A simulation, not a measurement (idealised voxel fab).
Module name: voxel fin reveal (process module)
FYI the section here is cut, 265 nm wide, cells are 5 nm squares.
How to read a cross-section here: the picture is a grid of square cells, written as bands going from the top down, and any band can span one or more rows of cells.
The band entry comprises the height of the band's top followed by the height of its bottom, expressed in nm, and subsequently the band's materials from left to right, each stated together with its width in nm. Where a single material is marked with the word "everywhere", that material fills the band from edge to edge. The word "air" represents empty space.
A quick word on heights: they are counted from 0, and under that level the wafer as it came to us is one material throughout. The lowest band is different from the rest in having no bottom; it simply continues downward, written as in "0 -> down".
With a width like "30..40", each row of cells in the band differs from the next by the same amount, the top row carrying the first number and the bottom row the second.
Take "no change occurred" at face value: in the step it is given for, the cross-section changed in none of its cells.
The list in "Completely enclosed voids" covers empty spaces of 8 cells or more that cannot reach the top through any open way, and it gives each as width x height at distance; the distance is from the left edge, and width, height and distance are in nm.
Step line, after settings: the simulator's comment on this step.
Steps that use a mask can have "overlay nm" on their line. It says how far the mask sat to the right of where it was meant to be. Negative means to the left.

Process steps foreseen in the plan:
1) RECEIVE: material Si
2) CONFORMAL_DEP: material SiN, thk nm 10
3) DIRECTIONAL_DEP: material aC, thk nm 15
4) PATTERN: tone cover, mask id FINS, material resist, width nm 15, pitch nm 40, thk nm 35, overlay nm 0
5) DIRECTIONAL_ETCH: etch materials aC, depth nm 15
6) STRIP: etch materials resist
7) DIRECTIONAL_ETCH: etch materials SiN, depth nm 10
8) DIRECTIONAL_ETCH: etch materials Si, depth nm 30
9) STRIP: etch materials aC
10) OXIDIZE: depth nm 5
11) FILL_DEP: material SiO2, thk nm 10
12) CMP: height nm 10
13) SELECTIVE_ETCH: etch materials SiO2, depth nm 30
14) STRIP: etch materials SiN
15) CONFORMAL_DEP: material SiO2, thk nm 5

Incoming wafer in cross-section (state: after step 1):
- 0 -> down  Si everywhere
- Completely enclosed voids: none

Wafer at module end, in section. Began as above, planned as above, run with one mistake:
- 5 -> 0  air: 85, SiO2: 15, air: 25, SiO2: 15, air: 25, SiO2: 15, air: 85
- 0 -> -15  air: 85, SiO2: 5, Si: 5, SiO2: 5, air: 25, SiO2: 5, Si: 5, SiO2: 5, air: 25, SiO2: 5, Si: 5, SiO2: 5, air: 85
- -15 -> -40  SiO2: 90, Si: 5, SiO2: 35, Si: 5, SiO2: 35, Si: 5, SiO2: 90
- -40 -> down  Si everywhere
- Completely enclosed voids: none
Deviation from plan: step 8 was processed under conditions differing from the plan, specifically as DIRECTIONAL_ETCH: etch materials Si, depth nm 35
